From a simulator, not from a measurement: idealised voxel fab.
Herein follows the process module entitled voxel self aligned contacts.
Section cut is 245 nm wide and gridded with 5 nm square cells.
In this document a cross-section is written as a grid of square cells. It is given as a series of bands, listed from the top down, and a band is one or more rows of cells. For a band, the entry starts with two heights in nm, that of the top and then that of the bottom, and carries on with the band's materials in order from left to right, each alongside its width in nm; the word "all across" beside a single material means it fills the band edge to edge, and "empty" means empty space. A quick word on heights: they are counted from 0, and under that level the wafer as it came to us is one material throughout. The lowest band is different from the rest in having no bottom; it simply continues downward, written as in "z 0 and below". It should be noted that a width expressed as "30->40" varies in equal increments from row to row of cells within the band, taking the value of the first number at the top row and that of the second number at the bottom row. No cell of the cross-section changed in a step that is given as "remains unaltered". What "Closed void entries" gives you is every empty space of 8 cells or more that is cut off from the top. Each appears as width x height at distance, with the distance taken from the left edge and width, height and distance all in nm. after a step's settings: what the simulator itself notes on the step. overlay nm, on a step with a mask: how far to the right of its planned place the mask lay; to the left if negative.
# These are the steps we planned for the process
1,RECEIVE,material Si
2,OXIDIZE,depth nm 5
3,DIRECTIONAL_DEP,material polySi,thk nm 25
4,DIRECTIONAL_DEP,material SiN,thk nm 15
5,DIRECTIONAL_DEP,material aC,thk nm 15
6,PATTERN,tone cover,mask id GATE,material resist,width nm 35,pitch nm 70,thk nm 35,overlay nm 0
7,DIRECTIONAL_ETCH,etch materials aC,depth nm 15
8,STRIP,etch materials resist
9,DIRECTIONAL_ETCH,etch materials SiN,depth nm 15
10,DIRECTIONAL_ETCH,etch materials polySi,depth nm 25
11,STRIP,etch materials aC
12,CONFORMAL_DEP,material SiN,thk nm 5
13,DIRECTIONAL_ETCH,etch materials SiN,depth nm 5
14,FILL_DEP,material SiO2,thk nm 10
15,CMP,height nm 45
16,PATTERN,tone open,mask id CONTACT,material resist,width nm 55,thk nm 15,overlay nm 0
17,DIRECTIONAL_ETCH,etch materials SiO2,depth nm 50
18,STRIP,etch materials resist
19,CONFORMAL_DEP,material TiN,thk nm 5
20,FILL_DEP,material W,thk nm 10
21,CMP,height nm 45
22,CONFORMAL_DEP,material SiN,thk nm 5
# Cross-section of the wafer upon arrival, representing the state reached after step 1
    z 0 and below: Si all across
    Closed void entries: none
# Look at the cross-section after the module: the wafer started out the way shown above and the plan was the one shown above, yet one mistake was made along the way
    z 50 to 45: SiN all across
    z 45 to 30: SiO2=65  SiN=5  polySi=35  SiN=5  TiN=5  W=15  TiN=5  SiN=5  polySi=35  SiN=5  SiO2=65
    z 30 to 25: SiO2=65  SiN=5  polySi=35  SiN=5  TiN=25  SiN=5  polySi=35  SiN=5  SiO2=65
    z 25 to 0: polySi all across
    z 0 to -5: SiO2 all across
    z -5 and below: Si all across
    Closed void entries: none
What was the processing mistake? step 3 of the plan was twice carried out
